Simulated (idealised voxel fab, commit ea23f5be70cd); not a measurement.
process module | voxel wiring stack
cross-section cut | 150 nm wide | cells 5 nm
A cross-section is a grid of square cells, given in bands from the top down. A band is one or more rows of cells.
Each band's line starts with the height of the band's top and of its bottom, in nm. Then come its materials from left to right, each with its width in nm. One material with "throughout" fills the band from edge to edge. "air" is empty space.
Height 0 is the level under which the wafer as received is all one material. The lowest band goes on downwards, as in "0 down".
A width such as "30 to 40" changes by the same amount from each row of cells to the next, from the band's top row to its bottom row.
"no change" after a step means that no cell of the cross-section changed.
closed voids: empty space of 8 cells or more with no open way to the top, each as width x height at its distance from the left edge, in nm
after a step's settings: what the simulator itself notes on the step
overlay nm, on a step with a mask: how far to the right of its planned place the mask lay; to the left if negative
plan
1 op RECEIVE | material Si
2 op CONFORMAL_DEP | material SiO2 | thk nm 15
3 op DIRECTIONAL_DEP | material TiN | thk nm 5
4 op DIRECTIONAL_DEP | material Ru | thk nm 15
5 op MASKED_ETCH | tone cover | mask id METAL_1 | width nm 25 | pitch nm 45 | etch materials Ru | depth nm 15 | overlay nm 0
6 op MASKED_ETCH | tone cover | mask id METAL_1 | width nm 25 | pitch nm 45 | etch materials TiN | depth nm 5 | overlay nm 0
7 op CONFORMAL_DEP | material SiN | thk nm 5
8 op FILL_DEP | material lowk | thk nm 5
9 op CMP | height nm 35
10 op CONFORMAL_DEP | material SiCN | thk nm 5
11 op DIRECTIONAL_DEP | material SiO2 | thk nm 15
12 op MASKED_ETCH | tone open | mask id PLUG_1 | width nm 15 | pitch nm 90 | etch materials SiO2 | depth nm 15 | overlay nm 0
13 op MASKED_ETCH | tone open | mask id PLUG_1 | width nm 15 | pitch nm 90 | etch materials SiCN | depth nm 5 | overlay nm 0
14 op CONFORMAL_DEP | material TiN | thk nm 5
15 op FILL_DEP | material Cu | thk nm 10
16 op CMP | height nm 55
17 op CONFORMAL_DEP | material SiCN | thk nm 5
18 op DIRECTIONAL_DEP | material lowk | thk nm 15
19 op DIRECTIONAL_DEP | material aC | thk nm 15
20 op PATTERN | tone open | mask id METAL_2 | material resist | width nm 25 | pitch nm 45 | thk nm 30 | overlay nm 0
21 op DIRECTIONAL_ETCH | etch materials aC | depth nm 15
22 op STRIP | etch materials resist
23 op DIRECTIONAL_ETCH | etch materials lowk | depth nm 15
24 op DIRECTIONAL_ETCH | etch materials SiCN | depth nm 5
25 op STRIP | etch materials aC
26 op CONFORMAL_DEP | material TiN | thk nm 5
27 op FILL_DEP | material Ru | thk nm 10
28 op CMP | height nm 75
29 op CONFORMAL_DEP | material SiCN | thk nm 5
30 op DIRECTIONAL_DEP | material SiO2 | thk nm 35
31 op MASKED_ETCH | tone open | mask id METAL_3_HOLES | width nm 15 | pitch nm 45 | etch materials SiO2 | depth nm 35 | overlay nm 0
32 op PATTERN | tone open | mask id METAL_3 | material resist | width nm 25 | pitch nm 45 | thk nm 15 | overlay nm 0
33 op DIRECTIONAL_ETCH | etch materials SiO2 | depth nm 20
34 op DIRECTIONAL_ETCH | etch materials SiCN | depth nm 5
35 op STRIP | etch materials resist
36 op CONFORMAL_DEP | material TiN | thk nm 5
37 op FILL_DEP | material Cu | thk nm 5
38 op CMP | height nm 115
39 op CONFORMAL_DEP | material SiN | thk nm 5
varied across the wafers: overlay nm of step 12. The plan shows the first wafer's value. All wafers start alike
first wafer as received, after step 1
  0 down: Si throughout
  closed voids: none
each wafer at the end: cells of each material gained (+) or lost (-) since it was received, then its closed voids
overlay nm 0 | +45 Cu | +72 Ru | +60 SiCN | +63 SiN | +285 SiO2 | +123 TiN | +72 lowk | closed voids: none
overlay nm 5 | +43 Cu | +72 Ru | +62 SiCN | +63 SiN | +285 SiO2 | +123 TiN | +72 lowk | closed voids: none
overlay nm 10 | +43 Cu | +72 Ru | +64 SiCN | +63 SiN | +285 SiO2 | +121 TiN | +72 lowk | closed voids: none
overlay nm 15 | +43 Cu | +72 Ru | +66 SiCN | +63 SiN | +285 SiO2 | +119 TiN | +72 lowk | closed voids: none
